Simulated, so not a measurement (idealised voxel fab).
This section sets out a process module, namely voxel transistor to metal.
Section shown: cut. Width: 185 nm. Cell size: 5 nm, square.
Reading order for cross-sections: top band down to bottom band. Underlying form: a grid of square cells. Band size: one or more rows of cells. The entry gives the band's vertical extent as a top height and a bottom height in nm, then its horizontal make-up as materials from left to right, each with a width in nm. "air" stands for empty space; a single material marked "edge to edge" fills the band edge to edge. Note: height 0 marks the level under which the wafer is uniformly one material as received. Lowest band unbounded below, written "0 -> down". The notation "30..40" denotes a width that varies across the rows of cells in the band, beginning at the first number in the top row, finishing at the second number in the bottom row, and changing by an identical amount from each row to the next. What does "no alteration" mean for a step? It means no cell of the cross-section changed in that step. Basically, "Closed void inventory" tells you about the enclosed voids: empty spaces with no open way to the top, 8 cells or bigger, each written width x height at distance, where distance is from the left edge, all in nm. Text after the settings on a step's line: the simulator's own remark on that step. The setting "overlay nm" may be written on the line of a step. When the step uses a mask, the value reports how far to the right of the planned place the mask lay, and a negative value reports that it lay to the left. Reading guide: pairs of cross-sections, before and after one process step; after view cut off at lowest changed band; step and settings listed under each pair. Pairs may stem from different runs of this module on the same starting wafer; continuity with the pair above only where the "Pre-step section" entry states it.
-- Pre-step section
- 55 -> 45: SiO2 45 / TiN 5 / Cu 10 / TiN 5 / SiO2 50 / TiN 5 / Cu 10 / TiN 5 / SiO2 50
- 45 -> 30: SiO2 45 / TiN 5 / Cu 10 / TiN 5 / SiO2 5 / SiN 10 / SiCN 20 / SiN 10 / SiO2 5 / TiN 5 / Cu 10 / TiN 5 / SiO2 50
- 30 -> 5: SiO2 45 / TiN 5 / Cu 10 / TiN 5 / SiO2 5 / SiN 10 / polySi 20 / SiN 10 / SiO2 5 / TiN 5 / Cu 10 / TiN 5 / SiO2 50
- 5 -> 0: SiO2 35 / SiN 10 / TiN 10 / Cu 5 / TiN 5 / SiO2 5 / SiN 10 / polySi 20 / SiN 10 / SiO2 5 / TiN 5 / Cu 5 / TiN 10 / SiN 10 / SiO2 40
- 0 -> -5: SiO2 45 / SiGe 5 / TiN 15 / SiGe 5 / SiO2 40 / SiGe 5 / TiN 15 / SiGe 5 / SiO2 50
- -5 -> -10: SiO2 40 / Si 5 / SiGe 25 / Si 40 / SiGe 25 / Si 5 / SiO2 45
- -10 -> -30: SiO2 40 / Si 100 / SiO2 45
- -30 -> down: Si edge to edge
- Closed void inventory: none
-- Resulting Structure
- 60 -> 55: SiN edge to edge
- Below 55, the layers are the same as they were.
- Closed void inventory: none
The process step separating the two cross-sections depicted above is as follows: CONFORMAL_DEP: material SiN, thk nm 5
Pre-step section: carried over from the after image of the pair right above.
-- Resulting Structure
- 75 -> 60: SiO2 edge to edge
- Below 60, the layers are the same as they were.
- Closed void inventory: none
The process step separating the two cross-sections depicted above is as follows: DIRECTIONAL_DEP: material SiO2, thk nm 15
Pre-step section: carried over from the after image of the pair right above.
-- Resulting Structure
- 90 -> 75: resist 45 / air 20 / resist 50 / air 20 / resist 50
- Below 75, the layers are the same as they were.
- Closed void inventory: none
The process step separating the two cross-sections depicted above is as follows: PATTERN: tone open, mask id METAL_1, material resist, width nm 20, pitch nm 70, thk nm 15, overlay nm 0
Pre-step section: carried over from the after image of the pair right above.
-- Resulting Structure
- 90 -> 75: resist 45 / air 20 / resist 50 / air 20 / resist 50
- 75 -> 60: SiO2 45 / air 20 / SiO2 50 / air 20 / SiO2 50
- Below 60, the layers are the same as they were.
- Closed void inventory: none
The process step separating the two cross-sections depicted above is as follows: DIRECTIONAL_ETCH: etch materials SiO2, depth nm 15
Pre-step section: carried over from the after image of the pair right above.
-- Resulting Structure
- 90 -> 75: resist 45 / air 20 / resist 50 / air 20 / resist 50
- 75 -> 60: SiO2 45 / air 20 / SiO2 50 / air 20 / SiO2 50
- 60 -> 55: SiN 45 / air 20 / SiN 50 / air 20 / SiN 50
- Below 55, the layers are the same as they were.
- Closed void inventory: none
The process step separating the two cross-sections depicted above is as follows: DIRECTIONAL_ETCH: etch materials SiN, depth nm 5
Pre-step section: carried over from the after image of the pair right above.
-- Resulting Structure
- 75 -> 60: SiO2 45 / air 20 / SiO2 50 / air 20 / SiO2 50
- Below 60, the layers are the same as they were.
- Closed void inventory: none
The process step separating the two cross-sections depicted above is as follows: STRIP: etch materials resist
Pre-step section: carried over from the after image of the pair right above.
-- Resulting Structure
- 80 -> 75: TiN 50 / air 10 / TiN 60 / air 10 / TiN 55
- 75 -> 60: SiO2 45 / TiN 5 / air 10 / TiN 5 / SiO2 50 / TiN 5 / air 10 / TiN 5 / SiO2 50
- 60 -> 55: SiN 45 / TiN 20 / SiN 50 / TiN 20 / SiN 50
- Below 55, the layers are the same as they were.
- Closed void inventory: none
The process step separating the two cross-sections depicted above is as follows: CONFORMAL_DEP: material TiN, thk nm 5
Pre-step section: carried over from the after image of the pair right above.
-- Resulting Structure
- 90 -> 80: Cu edge to edge
- 80 -> 75: TiN 50 / Cu 10 / TiN 60 / Cu 10 / TiN 55
- 75 -> 60: SiO2 45 / TiN 5 / Cu 10 / TiN 5 / SiO2 50 / TiN 5 / Cu 10 / TiN 5 / SiO2 50
- Below 60, the layers are the same as they were.
- Closed void inventory: none
The process step separating the two cross-sections depicted above is as follows: FILL_DEP: material Cu, thk nm 10
Pre-step section: carried over from the after image of the pair right above.
-- Resulting Structure
- 75 -> 60: SiO2 45 / TiN 5 / Cu 10 / TiN 5 / SiO2 50 / TiN 5 / Cu 10 / TiN 5 / SiO2 50
- Below 60, the layers are the same as they were.
- Closed void inventory: none
The process step separating the two cross-sections depicted above is as follows: CMP: height nm 75
Pre-step section: carried over from the after image of the pair right above.
-- Resulting Structure
- 80 -> 75: SiCN edge to edge
- Below 75, the layers are the same as they were.
- Closed void inventory: none
The process step separating the two cross-sections depicted above is as follows: CONFORMAL_DEP: material SiCN, thk nm 5
Pre-step section: carried over from the after image of the pair right above.
-- Resulting Structure
- 110 -> 80: lowk edge to edge
- Below 80, the layers are the same as they were.
- Closed void inventory: none
The process step separating the two cross-sections depicted above is as follows: DIRECTIONAL_DEP: material lowk, thk nm 30
Pre-step section: carried over from the after image of the pair right above.
-- Resulting Structure
- 110 -> 80: lowk 45 / air 15 / lowk 55 / air 15 / lowk 55
- Below 80, the layers are the same as they were.
- Closed void inventory: none
The process step separating the two cross-sections depicted above is as follows: MASKED_ETCH: tone open, mask id METAL_2_HOLES, width nm 15, pitch nm 70, etch materials lowk, depth nm 30, overlay nm 0
Pre-step section: carried over from the after image of the pair right above.
-- Resulting Structure
- 110 -> 95: lowk 45 / air 20 / lowk 50 / air 20 / lowk 50
- Below 95, the layers are the same as they were.
- Closed void inventory: none
The process step separating the two cross-sections depicted above is as follows: MASKED_ETCH: tone open, mask id METAL_2, width nm 20, pitch nm 70, etch materials lowk, depth nm 15, overlay nm 0
Pre-step section: carried over from the after image of the pair right above.
-- Resulting Structure
- 110 -> 95: lowk 45 / air 20 / lowk 50 / air 20 / lowk 50
- 95 -> 80: lowk 45 / air 15 / lowk 55 / air 15 / lowk 55
- 80 -> 75: SiCN 45 / air 15 / SiCN 55 / air 15 / SiCN 55
- Below 75, the layers are the same as they were.
- Closed void inventory: none
The process step separating the two cross-sections depicted above is as follows: MASKED_ETCH: tone open, mask id METAL_2, width nm 20, pitch nm 70, etch materials SiCN, depth nm 5, overlay nm 0
Pre-step section: carried over from the after image of the pair right above.
-- Resulting Structure
- 115 -> 110: TiN 50 / air 10 / TiN 60 / air 10 / TiN 55
- 110 -> 100: lowk 45 / TiN 5 / air 10 / TiN 5 / lowk 50 / TiN 5 / air 10 / TiN 5 / lowk 50
- 100 -> 95: lowk 45 / TiN 5 / air 5 / TiN 10 / lowk 50 / TiN 5 / air 5 / TiN 10 / lowk 50
- 95 -> 80: lowk 45 / TiN 5 / air 5 / TiN 5 / lowk 55 / TiN 5 / air 5 / TiN 5 / lowk 55
- 80 -> 75: SiCN 45 / TiN 15 / SiCN 55 / TiN 15 / SiCN 55
- Below 75, the layers are the same as they were.
- Closed void inventory: none
The process step separating the two cross-sections depicted above is as follows: CONFORMAL_DEP: material TiN, thk nm 5
Pre-step section: carried over from the after image of the pair right above.
-- Resulting Structure
- 120 -> 115: Cu edge to edge
- 115 -> 110: TiN 50 / Cu 10 / TiN 60 / Cu 10 / TiN 55
- 110 -> 100: lowk 45 / TiN 5 / Cu 10 / TiN 5 / lowk 50 / TiN 5 / Cu 10 / TiN 5 / lowk 50
- 100 -> 95: lowk 45 / TiN 5 / Cu 5 / TiN 10 / lowk 50 / TiN 5 / Cu 5 / TiN 10 / lowk 50
- 95 -> 80: lowk 45 / TiN 5 / Cu 5 / TiN 5 / lowk 55 / TiN 5 / Cu 5 / TiN 5 / lowk 55
- Below 80, the layers are the same as they were.
- Closed void inventory: none
The process step separating the two cross-sections depicted above is as follows: FILL_DEP: material Cu, thk nm 5
Pre-step section: carried over from the after image of the pair right above.
-- Resulting Structure
- 110 -> 100: lowk 45 / TiN 5 / Cu 10 / TiN 5 / lowk 50 / TiN 5 / Cu 10 / TiN 5 / lowk 50
- Below 100, the layers are the same as they were.
- Closed void inventory: none
The process step separating the two cross-sections depicted above is as follows: CMP: height nm 110
Pre-step section: carried over from the after image of the pair right above.
-- Resulting Structure
- 115 -> 110: SiN edge to edge
- Below 110, the layers are the same as they were.
- Closed void inventory: none
The process step separating the two cross-sections depicted above is as follows: CONFORMAL_DEP: material SiN, thk nm 5
-- Pre-step section
- 55 -> 45: SiO2 edge to edge
- 45 -> 30: SiO2 70 / SiN 10 / SiCN 20 / SiN 10 / SiO2 75
- 30 -> 5: SiO2 70 / SiN 10 / polySi 20 / SiN 10 / SiO2 75
- 5 -> 0: SiO2 35 / SiN 10 / SiO2 25 / SiN 10 / polySi 20 / SiN 10 / SiO2 25 / SiN 10 / SiO2 40
- 0 -> -5: SiO2 45 / SiGe 5 / SiO2 15 / SiGe 5 / SiO2 40 / SiGe 5 / SiO2 15 / SiGe 5 / SiO2 50
- -5 -> -10: SiO2 40 / Si 5 / SiGe 25 / Si 40 / SiGe 25 / Si 5 / SiO2 45
- -10 -> -30: SiO2 40 / Si 100 / SiO2 45
- -30 -> down: Si edge to edge
- Closed void inventory: none
-- Resulting Structure
- 55 -> 45: air 45 / SiO2 20 / air 50 / SiO2 20 / air 50
- 45 -> 30: air 45 / SiO2 20 / air 5 / SiN 10 / SiCN 20 / SiN 10 / air 5 / SiO2 20 / air 50
- 30 -> 5: air 45 / SiO2 20 / air 5 / SiN 10 / polySi 20 / SiN 10 / air 5 / SiO2 20 / air 50
- 5 -> 0: air 35 / SiN 10 / SiO2 20 / air 5 / SiN 10 / polySi 20 / SiN 10 / air 5 / SiO2 20 / SiN 10 / air 40
- 0 -> -5: air 35 / SiO2 10 / SiGe 5 / SiO2 15 / SiGe 5 / SiO2 40 / SiGe 5 / SiO2 15 / SiGe 5 / SiO2 10 / air 40
- Below -5, the layers are the same as they were.
- Closed void inventory: none
The process step separating the two cross-sections depicted above is as follows: MASKED_ETCH: tone cover, mask id CONTACT, width nm 20, pitch nm 70, etch materials SiO2, depth nm 60, overlay nm 0
Pre-step section: carried over from the after image of the pair right above.
-- Resulting Structure
- 60 -> 55: air 40 / TiN 30 / air 40 / TiN 30 / air 45
- 55 -> 50: air 40 / TiN 5 / SiO2 20 / TiN 5 / air 40 / TiN 5 / SiO2 20 / TiN 5 / air 45
- 50 -> 45: air 40 / TiN 5 / SiO2 20 / TiN 50 / SiO2 20 / TiN 5 / air 45
- 45 -> 30: air 40 / TiN 5 / SiO2 20 / TiN 5 / SiN 10 / SiCN 20 / SiN 10 / TiN 5 / SiO2 20 / TiN 5 / air 45
- 30 -> 10: air 40 / TiN 5 / SiO2 20 / TiN 5 / SiN 10 / polySi 20 / SiN 10 / TiN 5 / SiO2 20 / TiN 5 / air 45
- 10 -> 5: air 30 / TiN 15 / SiO2 20 / TiN 5 / SiN 10 / polySi 20 / SiN 10 / TiN 5 / SiO2 20 / TiN 15 / air 35
- 5 -> 0: air 30 / TiN 5 / SiN 10 / SiO2 20 / TiN 5 / SiN 10 / polySi 20 / SiN 10 / TiN 5 / SiO2 20 / SiN 10 / TiN 5 / air 35
- 0 -> -5: TiN 35 / SiO2 10 / SiGe 5 / SiO2 15 / SiGe 5 / SiO2 40 / SiGe 5 / SiO2 15 / SiGe 5 / SiO2 10 / TiN 40
- Below -5, the layers are the same as they were.
- Closed void inventory: none
The process step separating the two cross-sections depicted above is as follows: CONFORMAL_DEP: material TiN, thk nm 5
Pre-step section: carried over from the after image of the pair right above.
-- Resulting Structure
- 70 -> 60: Ru edge to edge
- 60 -> 55: Ru 40 / TiN 30 / Ru 40 / TiN 30 / Ru 45
- 55 -> 50: Ru 40 / TiN 5 / SiO2 20 / TiN 5 / Ru 40 / TiN 5 / SiO2 20 / TiN 5 / Ru 45
- 50 -> 45: Ru 40 / TiN 5 / SiO2 20 / TiN 50 / SiO2 20 / TiN 5 / Ru 45
- 45 -> 30: Ru 40 / TiN 5 / SiO2 20 / TiN 5 / SiN 10 / SiCN 20 / SiN 10 / TiN 5 / SiO2 20 / TiN 5 / Ru 45
- 30 -> 10: Ru 40 / TiN 5 / SiO2 20 / TiN 5 / SiN 10 / polySi 20 / SiN 10 / TiN 5 / SiO2 20 / TiN 5 / Ru 45
- 10 -> 5: Ru 30 / TiN 15 / SiO2 20 / TiN 5 / SiN 10 / polySi 20 / SiN 10 / TiN 5 / SiO2 20 / TiN 15 / Ru 35
- 5 -> 0: Ru 30 / TiN 5 / SiN 10 / SiO2 20 / TiN 5 / SiN 10 / polySi 20 / SiN 10 / TiN 5 / SiO2 20 / SiN 10 / TiN 5 / Ru 35
- Below 0, the layers are the same as they were.
- Closed void inventory: none
The process step separating the two cross-sections depicted above is as follows: FILL_DEP: material Ru, thk nm 10
Pre-step section: carried over from the after image of the pair right above.
-- Resulting Structure
- 55 -> 50: Ru 40 / TiN 5 / SiO2 20 / TiN 5 / Ru 40 / TiN 5 / SiO2 20 / TiN 5 / Ru 45
- Below 50, the layers are the same as they were.
- Closed void inventory: none
The process step separating the two cross-sections depicted above is as follows: CMP: height nm 55
Pre-step section: carried over from the after image of the pair right above.
-- Resulting Structure
- 60 -> 55: SiN edge to edge
- Below 55, the layers are the same as they were.
- Closed void inventory: none
The process step separating the two cross-sections depicted above is as follows: CONFORMAL_DEP: material SiN, thk nm 5
Pre-step section: carried over from the after image of the pair right above.
-- Resulting Structure
- 75 -> 60: SiO2 edge to edge
- Below 60, the layers are the same as they were.
- Closed void inventory: none
The process step separating the two cross-sections depicted above is as follows: DIRECTIONAL_DEP: material SiO2, thk nm 15
Pre-step section: carried over from the after image of the pair right above.
-- Resulting Structure
- 90 -> 75: resist 45 / air 20 / resist 50 / air 20 / resist 50
- Below 75, the layers are the same as they were.
- Closed void inventory: none
The process step separating the two cross-sections depicted above is as follows: PATTERN: tone open, mask id METAL_1, material resist, width nm 20, pitch nm 70, thk nm 15, overlay nm 0
Pre-step section: carried over from the after image of the pair right above.
-- Resulting Structure
- 90 -> 75: resist 45 / air 20 / resist 50 / air 20 / resist 50
- 75 -> 60: SiO2 45 / air 20 / SiO2 50 / air 20 / SiO2 50
- Below 60, the layers are the same as they were.
- Closed void inventory: none
The process step separating the two cross-sections depicted above is as follows: DIRECTIONAL_ETCH: etch materials SiO2, depth nm 15
Pre-step section: carried over from the after image of the pair right above.
-- Resulting Structure
- 90 -> 75: resist 45 / air 20 / resist 50 / air 20 / resist 50
- 75 -> 60: SiO2 45 / air 20 / SiO2 50 / air 20 / SiO2 50
- 60 -> 55: SiN 45 / air 20 / SiN 50 / air 20 / SiN 50
- Below 55, the layers are the same as they were.
- Closed void inventory: none
The process step separating the two cross-sections depicted above is as follows: DIRECTIONAL_ETCH: etch materials SiN, depth nm 5
Pre-step section: carried over from the after image of the pair right above.
-- Resulting Structure
- 75 -> 60: SiO2 45 / air 20 / SiO2 50 / air 20 / SiO2 50
- Below 60, the layers are the same as they were.
- Closed void inventory: none
The process step separating the two cross-sections depicted above is as follows: STRIP: etch materials resist
Pre-step section: carried over from the after image of the pair right above.
-- Resulting Structure
- 80 -> 75: TiN 50 / air 10 / TiN 60 / air 10 / TiN 55
- 75 -> 60: SiO2 45 / TiN 5 / air 10 / TiN 5 / SiO2 50 / TiN 5 / air 10 / TiN 5 / SiO2 50
- 60 -> 55: SiN 45 / TiN 20 / SiN 50 / TiN 20 / SiN 50
- Below 55, the layers are the same as they were.
- Closed void inventory: none
The process step separating the two cross-sections depicted above is as follows: CONFORMAL_DEP: material TiN, thk nm 5
Pre-step section: carried over from the after image of the pair right above.
-- Resulting Structure
- 90 -> 80: Cu edge to edge
- 80 -> 75: TiN 50 / Cu 10 / TiN 60 / Cu 10 / TiN 55
- 75 -> 60: SiO2 45 / TiN 5 / Cu 10 / TiN 5 / SiO2 50 / TiN 5 / Cu 10 / TiN 5 / SiO2 50
- Below 60, the layers are the same as they were.
- Closed void inventory: none
The process step separating the two cross-sections depicted above is as follows: FILL_DEP: material Cu, thk nm 10
Pre-step section: carried over from the after image of the pair right above.
-- Resulting Structure
- 75 -> 60: SiO2 45 / TiN 5 / Cu 10 / TiN 5 / SiO2 50 / TiN 5 / Cu 10 / TiN 5 / SiO2 50
- Below 60, the layers are the same as they were.
- Closed void inventory: none
The process step separating the two cross-sections depicted above is as follows: CMP: height nm 75
Pre-step section: carried over from the after image of the pair right above.
-- Resulting Structure
- 80 -> 75: SiCN edge to edge
- Below 75, the layers are the same as they were.
- Closed void inventory: none
The process step separating the two cross-sections depicted above is as follows: CONFORMAL_DEP: material SiCN, thk nm 5
Pre-step section: carried over from the after image of the pair right above.
-- Resulting Structure
- 110 -> 80: lowk edge to edge
- Below 80, the layers are the same as they were.
- Closed void inventory: none
The process step separating the two cross-sections depicted above is as follows: DIRECTIONAL_DEP: material lowk, thk nm 30
Pre-step section: carried over from the after image of the pair right above.
-- Resulting Structure
- 110 -> 80: lowk 45 / air 15 / lowk 55 / air 15 / lowk 55
- Below 80, the layers are the same as they were.
- Closed void inventory: none
The process step separating the two cross-sections depicted above is as follows: MASKED_ETCH: tone open, mask id METAL_2_HOLES, width nm 15, pitch nm 70, etch materials lowk, depth nm 30, overlay nm 0
Pre-step section: carried over from the after image of the pair right above.
-- Resulting Structure
- 110 -> 95: lowk 45 / air 20 / lowk 50 / air 20 / lowk 50
- Below 95, the layers are the same as they were.
- Closed void inventory: none
The process step separating the two cross-sections depicted above is as follows: MASKED_ETCH: tone open, mask id METAL_2, width nm 20, pitch nm 70, etch materials lowk, depth nm 15, overlay nm 0
Pre-step section: carried over from the after image of the pair right above.
-- Resulting Structure
- 110 -> 95: lowk 45 / air 20 / lowk 50 / air 20 / lowk 50
- 95 -> 80: lowk 45 / air 15 / lowk 55 / air 15 / lowk 55
- 80 -> 75: SiCN 45 / air 15 / SiCN 55 / air 15 / SiCN 55
- Below 75, the layers are the same as they were.
- Closed void inventory: none
The process step separating the two cross-sections depicted above is as follows: MASKED_ETCH: tone open, mask id METAL_2, width nm 20, pitch nm 70, etch materials SiCN, depth nm 5, overlay nm 0
Pre-step section: carried over from the after image of the pair right above.
-- Resulting Structure
- 115 -> 110: TiN 50 / air 10 / TiN 60 / air 10 / TiN 55
- 110 -> 100: lowk 45 / TiN 5 / air 10 / TiN 5 / lowk 50 / TiN 5 / air 10 / TiN 5 / lowk 50
- 100 -> 95: lowk 45 / TiN 5 / air 5 / TiN 10 / lowk 50 / TiN 5 / air 5 / TiN 10 / lowk 50
- 95 -> 80: lowk 45 / TiN 5 / air 5 / TiN 5 / lowk 55 / TiN 5 / air 5 / TiN 5 / lowk 55
- 80 -> 75: SiCN 45 / TiN 15 / SiCN 55 / TiN 15 / SiCN 55
- Below 75, the layers are the same as they were.
- Closed void inventory: none
The process step separating the two cross-sections depicted above is as follows: CONFORMAL_DEP: material TiN, thk nm 5
Pre-step section: carried over from the after image of the pair right above.
-- Resulting Structure
- 120 -> 115: Cu edge to edge
- 115 -> 110: TiN 50 / Cu 10 / TiN 60 / Cu 10 / TiN 55
- 110 -> 100: lowk 45 / TiN 5 / Cu 10 / TiN 5 / lowk 50 / TiN 5 / Cu 10 / TiN 5 / lowk 50
- 100 -> 95: lowk 45 / TiN 5 / Cu 5 / TiN 10 / lowk 50 / TiN 5 / Cu 5 / TiN 10 / lowk 50
- 95 -> 80: lowk 45 / TiN 5 / Cu 5 / TiN 5 / lowk 55 / TiN 5 / Cu 5 / TiN 5 / lowk 55
- Below 80, the layers are the same as they were.
- Closed void inventory: none
The process step separating the two cross-sections depicted above is as follows: FILL_DEP: material Cu, thk nm 5
Pre-step section: carried over from the after image of the pair right above.
-- Resulting Structure
- 110 -> 100: lowk 45 / TiN 5 / Cu 10 / TiN 5 / lowk 50 / TiN 5 / Cu 10 / TiN 5 / lowk 50
- Below 100, the layers are the same as they were.
- Closed void inventory: none
The process step separating the two cross-sections depicted above is as follows: CMP: height nm 110
Pre-step section: carried over from the after image of the pair right above.
-- Resulting Structure
- 115 -> 110: SiN edge to edge
- Below 110, the layers are the same as they were.
- Closed void inventory: none
The process step separating the two cross-sections depicted above is as follows: CONFORMAL_DEP: material SiN, thk nm 5
